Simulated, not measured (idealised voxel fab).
Process module in this document: voxel gate over fins
The figure presents cross-section cut, which has a width of 205 nm and is divided into square cells with an edge length of 5 nm.
In this document a cross-section is written as a grid of square cells. It is given as a series of bands, listed from the top down, and a band is one or more rows of cells.
What a band's entry tells you: where the top is and where the bottom is, as heights in nm, and after that what lies inside, material by material from left to right, each with its width in nm. Empty space is written as the word "air", and a single material marked with the word "edge to edge" occupies the band from edge to edge.
Zero point of the height axis is 0; under it, received wafer = one material. Lowest band: continues down indefinitely, "z 0 and below".
It should be noted that a width expressed as "30->40" varies in equal increments from row to row of cells within the band, taking the value of the first number at the top row and that of the second number at the bottom row.
Step marked "no change"? Then no cell in the cross-section changed in it.
This entry, "Closed void list", enumerates those empty regions of no fewer than 8 cells that possess no open connection to the top. Each region is reported in the form width x height at distance, the distance being taken from the left edge, with all three quantities expressed in nm.
If you see something after the settings on a step's line, that's the simulator's own remark about that step.
"overlay nm", when on a step's line for a step with a mask, measures how far to the right of its planned place the mask lay; a negative measure means to the left.
### Below is the list of planned process steps
| 1 | RECEIVE (material Si) |
| 2 | CONFORMAL_DEP (material SiN; thk nm 10) |
| 3 | DIRECTIONAL_DEP (material aC; thk nm 10) |
| 4 | PATTERN (tone cover; mask id FINS; material resist; width nm 15; pitch nm 40; thk nm 25; overlay nm 0) |
| 5 | DIRECTIONAL_ETCH (etch materials aC; depth nm 10) |
| 6 | STRIP (etch materials resist) |
| 7 | DIRECTIONAL_ETCH (etch materials SiN; depth nm 10) |
| 8 | DIRECTIONAL_ETCH (etch materials Si; depth nm 40) |
| 9 | STRIP (etch materials aC) |
| 10 | OXIDIZE (depth nm 5) |
| 11 | FILL_DEP (material SiO2; thk nm 15) |
| 12 | CMP (height nm 10) |
| 13 | SELECTIVE_ETCH (etch materials SiO2; depth nm 20) |
| 14 | STRIP (etch materials SiN) |
| 15 | CONFORMAL_DEP (material HfO2; thk nm 5) |
| 16 | CONFORMAL_DEP (material TiN; thk nm 5) |
| 17 | FILL_DEP (material W; thk nm 10) |
| 18 | CMP (height nm 15) |
| 19 | CONFORMAL_DEP (material SiCN; thk nm 5) |
### Shown in cross-section is the wafer as received, that is, as it stands after step 1
  z 0 and below  Si edge to edge
  Closed void list: none
### Wafer cross-section at module end: first of two, run to plan
  z 20 to 15  SiCN edge to edge
  z 15 to 10  W edge to edge
  z 10 to 5  30 of W, 25 of TiN, 15 of W, 25 of TiN, 15 of W, 25 of TiN, 15 of W, 25 of TiN, 30 of W
  z 5 to 0  30 of W, 5 of TiN, 15 of HfO2, 5 of TiN, 15 of W, 5 of TiN, 15 of HfO2, 5 of TiN, 15 of W, 5 of TiN, 15 of HfO2, 5 of TiN, 15 of W, 5 of TiN, 15 of HfO2, 5 of TiN, 30 of W
  z 0 to -5  35 of TiN, 5 of HfO2, 5 of Si, 5 of HfO2, 25 of TiN, 5 of HfO2, 5 of Si, 5 of HfO2, 25 of TiN, 5 of HfO2, 5 of Si, 5 of HfO2, 25 of TiN, 5 of HfO2, 5 of Si, 5 of HfO2, 35 of TiN
  z -5 to -10  40 of HfO2, 5 of Si, 35 of HfO2, 5 of Si, 35 of HfO2, 5 of Si, 35 of HfO2, 5 of Si, 40 of HfO2
  z -10 to -45  40 of SiO2, 5 of Si, 35 of SiO2, 5 of Si, 35 of SiO2, 5 of Si, 35 of SiO2, 5 of Si, 40 of SiO2
  z -45 and below  Si edge to edge
  Closed void list: none
### Presented here is a cross-section of the second of the two wafers as it stood at the end of the module. It was started in the same manner and assigned the same plan as the first wafer; however, one mistake was made in its execution
  z 20 to 15  SiCN edge to edge
  z 15 to 10  W edge to edge
  z 10 to 5  25 of W, 35 of TiN, 5 of W, 35 of TiN, 5 of W, 35 of TiN, 5 of W, 35 of TiN, 25 of W
  z 5 to 0  25 of W, 5 of TiN, 25 of HfO2, 5 of TiN, 5 of W, 5 of TiN, 25 of HfO2, 5 of TiN, 5 of W, 5 of TiN, 25 of HfO2, 5 of TiN, 5 of W, 5 of TiN, 25 of HfO2, 5 of TiN, 25 of W
  z 0 to -5  30 of TiN, 5 of HfO2, 15 of Si, 5 of HfO2, 15 of TiN, 5 of HfO2, 15 of Si, 5 of HfO2, 15 of TiN, 5 of HfO2, 15 of Si, 5 of HfO2, 15 of TiN, 5 of HfO2, 15 of Si, 5 of HfO2, 30 of TiN
  z -5 to -10  35 of HfO2, 15 of Si, 25 of HfO2, 15 of Si, 25 of HfO2, 15 of Si, 25 of HfO2, 15 of Si, 35 of HfO2
  z -10 to -45  35 of SiO2, 15 of Si, 25 of SiO2, 15 of Si, 25 of SiO2, 15 of Si, 25 of SiO2, 15 of Si, 35 of SiO2
  z -45 and below  Si edge to edge
  Closed void list: none
What was the processing mistake? step 4 was not run as planned; what actually ran was PATTERN (tone cover; mask id FINS; material resist; width nm 25; pitch nm 40; thk nm 25; overlay nm 0)
The second wafer ends with more or fewer cells of some materials than the first, per final count: Si: 72 more, SiO2: 56 fewer, W: 16 fewer
